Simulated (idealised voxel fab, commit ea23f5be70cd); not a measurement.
process module | voxel air gaps
cross-section cut | 205 nm wide | cells 5 nm
A cross-section is a grid of square cells, given in bands from the top down. A band is one or more rows of cells.
Each band's line starts with the height of the band's top and of its bottom, in nm. Then come its materials from left to right, each with its width in nm. One material with "throughout" fills the band from edge to edge. "air" is empty space.
Height 0 is the level under which the wafer as received is all one material. The lowest band goes on downwards, as in "0 down".
A width such as "30 to 40" changes by the same amount from each row of cells to the next, from the band's top row to its bottom row.
"no change" after a step means that no cell of the cross-section changed.
closed voids: empty space of 8 cells or more with no open way to the top, each as width x height at its distance from the left edge, in nm
after a step's settings: what the simulator itself notes on the step
overlay nm, on a step with a mask: how far to the right of its planned place the mask lay; to the left if negative
plan
1 op RECEIVE | material Si
2 op CONFORMAL_DEP | material SiO2 | thk nm 10
3 op CONFORMAL_DEP | material SiN | thk nm 5
4 op DIRECTIONAL_DEP | material SiO2 | thk nm 35
5 op PATTERN | tone open | mask id LINES | material resist | width nm 25 | pitch nm 55 | thk nm 20 | overlay nm 0
6 op DIRECTIONAL_ETCH | etch materials SiO2 | depth nm 35
7 op STRIP | etch materials resist
8 op CONFORMAL_DEP | material TiN | thk nm 5
9 op FILL_DEP | material Ru | thk nm 5
10 op CMP | height nm 50
11 op EPI | material Ru | thk nm 10
12 op SELECTIVE_ETCH | etch materials SiO2 | depth nm 45
13 op CONFORMAL_DEP | material SiCN | thk nm 5
as received, after step 1
  0 down: Si throughout
  closed voids: none
a wafer at the end: this start, this plan, one mistake
  65 to 60: SiCN throughout
  60 to 50: Ru throughout
  50 to 45: TiN 40 | Ru 15 | TiN 40 | Ru 15 | TiN 40 | Ru 15 | TiN 40
  45 to 15: SiO2 35 | TiN 5 | Ru 15 | TiN 5 | SiO2 30 | TiN 5 | Ru 15 | TiN 5 | SiO2 30 | TiN 5 | Ru 15 | TiN 5 | SiO2 35
  15 to 10: SiO2 35 | TiN 25 | SiO2 30 | TiN 25 | SiO2 30 | TiN 25 | SiO2 35
  10 to 5: SiN throughout
  5 to 0: SiO2 throughout
  0 down: Si throughout
  closed voids: none
what went wrong: step 2 ran as: op CONFORMAL_DEP | material SiO2 | thk nm 5
